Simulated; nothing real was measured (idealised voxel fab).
This section sets out a process module, namely voxel wiring stack.
It is cross-section cut that appears here, measuring 180 nm in width, its square cells being 5 nm in size.
A cross-section is a grid of square cells, given in bands from the top down. A band is one or more rows of cells.
Quick guide to a band line: top height, bottom height (nm) up front; then every material left to right with its width in nm. Only one material and it's marked "edge to edge"? Then it fills the band edge to edge. And "blank" just means empty space.
The level at which height equals 0 is the one under which the wafer, as it arrives, is entirely one material. No lower edge exists for the bottom band, which continues downward and is notated as in "top 0, no bottom".
A width given as "30 to 40" starts at the first number in the band's top row and ends at the second number in its bottom row, shifting by an equal amount at every step from row to row.
No cell of the cross-section changed in a step that is given as "left unchanged".
Listed in "Enclosed void list": every empty space of 8 or more cells without an open way to the top. Form: width x height at distance, the distance being from the left edge, all in nm.
Anything after a step's settings on that line? It's the simulator's own note about the step.
overlay nm: step with mask; distance mask lay right of planned place; negative value = left of planned place.

**Intended process steps**
1: RECEIVE [material Si]
2: CONFORMAL_DEP [material SiO2] [thk nm 10]
3: DIRECTIONAL_DEP [material TiN] [thk nm 5]
4: DIRECTIONAL_DEP [material Ru] [thk nm 20]
5: PATTERN [tone cover] [mask id METAL_1] [material resist] [width nm 20] [pitch nm 45] [thk nm 15] [overlay nm 0]
6: DIRECTIONAL_ETCH [etch materials Ru] [depth nm 20]
7: DIRECTIONAL_ETCH [etch materials TiN] [depth nm 5]
8: STRIP [etch materials resist]
9: FILL_DEP [material lowk] [thk nm 5]
10: CMP [height nm 35]
11: CONFORMAL_DEP [material SiCN] [thk nm 5]
12: DIRECTIONAL_DEP [material lowk] [thk nm 15]
13: MASKED_ETCH [tone open] [mask id PLUG_1] [width nm 15] [pitch nm 45] [etch materials lowk] [depth nm 15] [overlay nm 0]
14: MASKED_ETCH [tone open] [mask id PLUG_1] [width nm 15] [pitch nm 45] [etch materials SiCN] [depth nm 5] [overlay nm 0]
15: CONFORMAL_DEP [material TiN] [thk nm 5]
16: FILL_DEP [material Cu] [thk nm 5]
17: CMP [height nm 55]
18: DIRECTIONAL_DEP [material TiN] [thk nm 5]
19: DIRECTIONAL_DEP [material W] [thk nm 25]
20: DIRECTIONAL_DEP [material aC] [thk nm 15]
21: PATTERN [tone cover] [mask id METAL_2] [material resist] [width nm 30] [pitch nm 45] [thk nm 35] [overlay nm 0]
22: DIRECTIONAL_ETCH [etch materials aC] [depth nm 15]
23: STRIP [etch materials resist]
24: DIRECTIONAL_ETCH [etch materials W] [depth nm 25]
25: DIRECTIONAL_ETCH [etch materials TiN] [depth nm 5]
26: STRIP [etch materials aC]
27: CONFORMAL_DEP [material SiN] [thk nm 5]
28: FILL_DEP [material lowk] [thk nm 10]
29: CMP [height nm 85]
30: CONFORMAL_DEP [material SiCN] [thk nm 5]
31: DIRECTIONAL_DEP [material lowk] [thk nm 10]
32: MASKED_ETCH [tone open] [mask id PLUG_2] [width nm 15] [etch materials lowk] [depth nm 10] [overlay nm 0]
33: MASKED_ETCH [tone open] [mask id PLUG_2] [width nm 15] [etch materials SiCN] [depth nm 5] [overlay nm 0]
34: EPI [material Ru] [thk nm 10]
35: EPI [material Ru] [thk nm 5]
36: DIRECTIONAL_DEP [material TiN] [thk nm 5]
37: DIRECTIONAL_DEP [material W] [thk nm 25]
38: MASKED_ETCH [tone cover] [mask id METAL_3] [width nm 30] [pitch nm 45] [etch materials W] [depth nm 25] [overlay nm 0]
39: MASKED_ETCH [tone cover] [mask id METAL_3] [width nm 30] [pitch nm 45] [etch materials TiN] [depth nm 5] [overlay nm 0]
40: FILL_DEP [material lowk] [thk nm 5]
41: CMP [height nm 130]
42: CONFORMAL_DEP [material SiN] [thk nm 5]
Wafers differ in width nm at step 5; plan lists the first wafer's value; identical starting state.

**The first of several wafers as received, shown in cross-section; this is its state after step 1**
  top 0, no bottom = Si edge to edge
  Enclosed void list: none

**The following table contains a row per wafer, in which are reported, at the conclusion of the module, the cells of each material gained (+) or lost (-) since the wafer's receipt, with its closed voids given thereafter**
width nm 20; +6 Cu; +41 Ru; +63 SiCN; +80 SiN; +72 SiO2; +50 TiN; +120 W; +540 lowk; Enclosed void list: none
width nm 25; +6 Cu; +49 Ru; +63 SiCN; +80 SiN; +72 SiO2; +52 TiN; +120 W; +530 lowk; Enclosed void list: none
width nm 30; +6 Cu; +57 Ru; +63 SiCN; +80 SiN; +72 SiO2; +54 TiN; +120 W; +520 lowk; Enclosed void list: none
